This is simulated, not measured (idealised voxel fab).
Process module name: voxel released beams
This is section cut - it's 210 nm across, gridded in 5 nm square cells.
Cross-section, as written here: a square-cell grid given band by band from the top down, where a band holds one or more rows of cells.
The entry gives the band's vertical extent as a top height and a bottom height in nm, then its horizontal make-up as materials from left to right, each with a width in nm. "blank" stands for empty space; a single material marked "everywhere" fills the band edge to edge.
Basically, 0 is our baseline, since under it the wafer straight out of the box is all one material. The bottom band has no lower end and keeps on going down, so it looks like "0 down".
Quick explanation for "30 to 40": the width changes in equal steps down the rows of cells, from the first number in the band's top row to the second number in its bottom row.
"nothing changed" (step): cross-section cells unchanged, all of them.
This entry, "Sealed internal cavities", enumerates those empty regions of no fewer than 8 cells that possess no open connection to the top. Each region is reported in the form width x height at distance, the distance being taken from the left edge, with all three quantities expressed in nm.
Past the settings on a step's line: simulator remark, on that step.
What "overlay nm" on a step's line means: if the step has a mask, that mask lay this far to the right of its planned place, or, when the value is negative, to the left.
THE FOLLOWING LIST GIVES THE PLANNED PROCESS STEPS
1 RECEIVE with material Si
2 CONFORMAL_DEP with material Al2O3, thk nm 5
3 DIRECTIONAL_DEP with material SiO2, thk nm 15
4 DIRECTIONAL_DEP with material aC, thk nm 15
5 PATTERN with tone open, mask id ANCHOR, material resist, width nm 30, thk nm 30, overlay nm 0
6 DIRECTIONAL_ETCH with etch materials aC, depth nm 15
7 STRIP with etch materials resist
8 DIRECTIONAL_ETCH with etch materials SiO2, depth nm 15
9 STRIP with etch materials aC
10 CONFORMAL_DEP with material SiN, thk nm 10
11 MASKED_ETCH with tone cover, mask id BEAM, width nm 90, etch materials SiN, depth nm 10, overlay nm 0
12 STRIP with etch materials SiO2
CROSS-SECTION OF THE WAFER AT RECEIPT, WHICH IS THE CONDITION AFTER STEP 1
> 0 down  Si everywhere
> Sealed internal cavities: none
THIS IS HOW THE WAFER LOOKS IN CROSS-SECTION ONCE THE MODULE IS DONE, GIVEN THE STARTING STATE AND PLAN ABOVE AND ONE MISTAKE IN CARRYING THE PLAN OUT
> 30 to 20  blank 55 nm, then SiN 90 nm, then blank 65 nm
> 20 to 15  Al2O3 everywhere
> 15 to 0  SiO2 everywhere
> 0 down  Si everywhere
> Sealed internal cavities: none
what went wrong: mixed up steps 2 and 3 - ran each in the other's place
